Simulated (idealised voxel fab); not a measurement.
voxel tone inversion: a process module
The figure presents cross-section cut, which has a width of 200 nm and is divided into square cells with an edge length of 5 nm.
A cross-section is written here as square cells arranged in a grid, and it is given in bands from the top down, each band taking up one or more rows of cells. The band entry comprises the height of the band's top followed by the height of its bottom, expressed in nm, and subsequently the band's materials from left to right, each stated together with its width in nm. Where a single material is marked with the word "everywhere", that material fills the band from edge to edge. The word "air" represents empty space. Height 0 is the level under which the wafer as received is all one material. The lowest band goes on downwards, as in "0 -> down". With a width like "30..40", each row of cells in the band differs from the next by the same amount, the top row carrying the first number and the bottom row the second. For the purposes of this document, the phrase "all unchanged" attached to a step denotes that no cell within the cross-section was modified by that step. Voids not open to the top, 8 cells minimum: see "Fully sealed cavities". Written width x height at distance; distance is from the left edge; nm. Whatever follows a step's settings on its line is a remark the simulator itself makes about that step. The setting "overlay nm" may be written on the line of a step. When the step uses a mask, the value reports how far to the right of the planned place the mask lay, and a negative value reports that it lay to the left.
### Planned process steps
1) RECEIVE, material Si
2) CONFORMAL_DEP, material SiN, thk nm 10
3) DIRECTIONAL_DEP, material polySi, thk nm 15
4) PATTERN, tone cover, mask id POSTS, material resist, width nm 15, pitch nm 35, thk nm 25, overlay nm 0
5) DIRECTIONAL_ETCH, etch materials polySi, depth nm 15
6) STRIP, etch materials resist
7) FILL_DEP, material SiO2, thk nm 10
8) CMP, height nm 25
9) STRIP, etch materials polySi
10) CONFORMAL_DEP, material TiN, thk nm 5
11) FILL_DEP, material Ru, thk nm 10
12) CMP, height nm 25
13) CONFORMAL_DEP, material SiN, thk nm 5
### Wafer as received: cross-section following step 1
	0 -> down: Si everywhere
	Fully sealed cavities: none
### Final wafer profile in cross-section after the module, from the same start and plan as above, with one mistake made during processing
	30 -> 25: SiN everywhere
	25 -> 15: SiO2 everywhere
	15 -> 0: SiO2=55, polySi=15, SiO2=20, polySi=15, SiO2=20, polySi=15, SiO2=60
	0 -> down: Si everywhere
	Fully sealed cavities: none
In executing the process, a mistake was made relative to the plan: no execution of plan step 2; skipped
